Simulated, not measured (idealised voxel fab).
A process module follows: voxel ribs on slabs.
The figure presents cross-section cut, which has a width of 260 nm and is divided into square cells with an edge length of 5 nm.
If you're reading a cross-section in this doc, picture square cells in a grid; it comes to you as bands, top ones listed first down to the bottom, and a band can be one or more rows of cells. What a band's entry tells you: where the top is and where the bottom is, as heights in nm, and after that what lies inside, material by material from left to right, each with its width in nm. Empty space is written as the word "blank", and a single material marked with the word "full width" occupies the band from edge to edge. Height 0 is the level under which the wafer as received is all one material. The lowest band goes on downwards, as in "z 0 and below". It should be noted that a width expressed as "30..40" varies in equal increments from row to row of cells within the band, taking the value of the first number at the top row and that of the second number at the bottom row. Basically "nothing was modified" means that step didn't change any cell in the cross-section. The label "Closed internal voids" introduces a list of the empty spaces, 8 cells or larger, that have no open way up to the top; each entry in it reads width x height at distance, where the distance is taken from the left edge and all three are stated in nm. Read whatever lies past the settings on a step's line as the simulator's own remark about the step. The line of a step may include "overlay nm". On a step with a mask, this value is how far to the right of its planned place the mask lay. A negative value means the mask lay to the left.

# So here's the lineup of process steps we planned
1) RECEIVE,material Si
2) DIRECTIONAL_DEP,material SiO2,thk nm 25
3) DIRECTIONAL_DEP,material polySi,thk nm 25
4) MASKED_ETCH,tone cover,mask id RIB,width nm 25,etch materials polySi,depth nm 20,overlay nm 0
5) PATTERN,tone cover,mask id SLAB,material resist,width nm 65,thk nm 20,overlay nm 0
6) DIRECTIONAL_ETCH,etch materials polySi,depth nm 5
7) STRIP,etch materials resist
8) FILL_DEP,material SiO2,thk nm 30
9) CMP,height nm 70
10) DIRECTIONAL_DEP,material TiN,thk nm 5
11) DIRECTIONAL_DEP,material aC,thk nm 15
12) PATTERN,tone cover,mask id HEATER,material resist,width nm 35,thk nm 35,overlay nm 0
13) DIRECTIONAL_ETCH,etch materials aC,depth nm 15
14) STRIP,etch materials resist
15) DIRECTIONAL_ETCH,etch materials TiN,depth nm 5
16) STRIP,etch materials aC
17) CONFORMAL_DEP,material SiO2,thk nm 10

# As received (post step 1): cross-section
	z 0 and below: Si full width
	Closed internal voids: none

# Starting structure and process plan are as shown above, but one mistake was made in running the module; the wafer cross-section at the end of the module follows
	z 85 to 80: blank=100 / SiO2=55 / blank=105
	z 80 to 75: SiO2 full width
	z 75 to 70: SiO2=110 / TiN=35 / SiO2=115
	z 70 to 55: SiO2 full width
	z 55 to 35: SiO2=115 / polySi=25 / SiO2=120
	z 35 to 30: SiO2=95 / polySi=65 / SiO2=100
	z 30 to 0: SiO2 full width
	z 0 and below: Si full width
	Closed internal voids: none
Run error: planned and actual differ for step 2; actual: DIRECTIONAL_DEP,material SiO2,thk nm 30
